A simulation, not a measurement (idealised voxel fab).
Proc. module: voxel spacer lines
We display cut, a cross-section 220 nm in width whose square cells are each 5 nm.
A cross-section is written here as square cells arranged in a grid, and it is given in bands from the top down, each band taking up one or more rows of cells. In this notation a band is specified by the heights of its top and bottom, in that order and in nm, after which its materials appear from left to right, each paired with its width in nm. The word "full width" attached to a single material means that material fills the band from edge to edge; the word "empty" stands for empty space. A quick word on heights: they are counted from 0, and under that level the wafer as it came to us is one material throughout. The lowest band is different from the rest in having no bottom; it simply continues downward, written as in "0..down". Quick explanation for "30..40": the width changes in equal steps down the rows of cells, from the first number in the band's top row to the second number in its bottom row. Basically "stayed the same" means that step didn't change any cell in the cross-section. Closed-off voids of 8+ cells (no open route to the top) go in "Enclosed internal voids", written width x height at distance from the left edge, in nm. Whatever follows a step's settings on its line is a remark the simulator itself makes about that step. "overlay nm", when on a step's line for a step with a mask, measures how far to the right of its planned place the mask lay; a negative measure means to the left.
Process steps foreseen in the plan
1,RECEIVE (material Si)
2,CONFORMAL_DEP (material Al2O3; thk nm 5)
3,DIRECTIONAL_DEP (material TiN; thk nm 20)
4,DIRECTIONAL_DEP (material polySi; thk nm 20)
5,PATTERN (tone cover; mask id MANDREL; material resist; width nm 15; pitch nm 60; thk nm 25; overlay nm 0)
6,DIRECTIONAL_ETCH (etch materials polySi; depth nm 20)
7,STRIP (etch materials resist)
8,CONFORMAL_DEP (material SiN; thk nm 15)
9,DIRECTIONAL_ETCH (etch materials SiN; depth nm 15)
10,STRIP (etch materials polySi)
11,DIRECTIONAL_ETCH (etch materials TiN; depth nm 20)
12,STRIP (etch materials SiN)
Among the wafers covered here, the point of difference is the width nm at step 5; their starting state is shared, and the plan presents the value of the first wafer.
The as-received cross-section of the first of several wafers corresponds to the state after step 1
- 0..down: Si full width
- Enclosed internal voids: none
Depicted here is the first of several wafers in cross-section, at module completion following the last step, step 12
- 25..5: 55 of empty  15 of TiN  15 of empty  15 of TiN  15 of empty  15 of TiN  15 of empty  15 of TiN  60 of empty
- 5..0: Al2O3 full width
- 0..down: Si full width
- Enclosed internal voids: none
Last wafer, end of module, cross-section
- 25..5: 50 of empty  15 of TiN  30 of empty  30 of TiN  30 of empty  15 of TiN  50 of empty
- 5..0: Al2O3 full width
- 0..down: Si full width
- Enclosed internal voids: none
Heads up, this table goes wafer by wafer. A row tells you, at the end of the module, how many cells of each material that wafer has put on (+) or dropped (-) since it was received, and then its closed voids
width nm 15, +44 Al2O3, +48 TiN, Enclosed internal voids: none
width nm 20, +44 Al2O3, +48 TiN, Enclosed internal voids: none
width nm 25, +44 Al2O3, +48 TiN, Enclosed internal voids: none
width nm 30, +44 Al2O3, +48 TiN, Enclosed internal voids: none
